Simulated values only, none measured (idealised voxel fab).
process module | voxel self aligned contacts
cross-section cut | 205 nm wide | cells 5 nm
A cross-section is a grid of square cells, given in bands from the top down. A band is one or more rows of cells.
Each band's line starts with the height of the band's top and of its bottom, in nm. Then come its materials from left to right, each with its width in nm. One material with "throughout" fills the band from edge to edge. "air" is empty space.
Height 0 is the level under which the wafer as received is all one material. The lowest band goes on downwards, as in "0 down".
A width such as "30 to 40" changes by the same amount from each row of cells to the next, from the band's top row to its bottom row.
"no change" after a step means that no cell of the cross-section changed.
closed voids: empty space of 8 cells or more with no open way to the top, each as width x height at its distance from the left edge, in nm
after a step's settings: what the simulator itself notes on the step
overlay nm, on a step with a mask: how far to the right of its planned place the mask lay; to the left if negative
plan
1 op RECEIVE | material Si
2 op OXIDIZE | depth nm 5
3 op DIRECTIONAL_DEP | material polySi | thk nm 20
4 op DIRECTIONAL_DEP | material SiN | thk nm 15
5 op DIRECTIONAL_DEP | material aC | thk nm 10
6 op PATTERN | tone cover | mask id GATE | material resist | width nm 30 | pitch nm 55 | thk nm 25 | overlay nm 0
7 op DIRECTIONAL_ETCH | etch materials aC | depth nm 10
8 op STRIP | etch materials resist
9 op DIRECTIONAL_ETCH | etch materials SiN | depth nm 15
10 op DIRECTIONAL_ETCH | etch materials polySi | depth nm 20
11 op STRIP | etch materials aC
12 op CONFORMAL_DEP | material SiN | thk nm 5
13 op DIRECTIONAL_ETCH | etch materials SiN | depth nm 5
14 op FILL_DEP | material SiO2 | thk nm 15
15 op CMP | height nm 40
16 op DIRECTIONAL_DEP | material aC | thk nm 10
17 op PATTERN | tone open | mask id CONTACT | material resist | width nm 35 | pitch nm 55 | thk nm 30 | overlay nm 0
18 op DIRECTIONAL_ETCH | etch materials aC | depth nm 10
19 op STRIP | etch materials resist
20 op DIRECTIONAL_ETCH | etch materials SiO2 | depth nm 45
21 op STRIP | etch materials aC
22 op CONFORMAL_DEP | material TiN | thk nm 5
23 op FILL_DEP | material Ru | thk nm 10
24 op CMP | height nm 40
25 op CONFORMAL_DEP | material SiN | thk nm 5
as received, after step 1
  0 down: Si throughout
  closed voids: none
a wafer at the end: this start, this plan, one mistake
  60 to 55: SiN throughout
  55 to 45: Ru throughout
  45 to 40: TiN 60 | Ru 25 | TiN 30 | Ru 25 | TiN 65
  40 to 35: SiO2 55 | TiN 15 | Ru 5 | TiN 15 | SiO2 20 | TiN 15 | Ru 5 | TiN 15 | SiO2 60
  35 to 20: SiO2 25 | SiN 40 | TiN 5 | Ru 5 | TiN 5 | SiN 40 | TiN 5 | Ru 5 | TiN 5 | SiN 40 | SiO2 30
  20 to 0: SiO2 25 | SiN 5 | polySi 30 | SiN 5 | TiN 5 | Ru 5 | TiN 5 | SiN 5 | polySi 30 | SiN 5 | TiN 5 | Ru 5 | TiN 5 | SiN 5 | polySi 30 | SiN 5 | SiO2 30
  0 to -5: SiO2 65 | TiN 15 | SiO2 40 | TiN 15 | SiO2 70
  -5 down: Si throughout
  closed voids: none
what went wrong: step 24 was left out
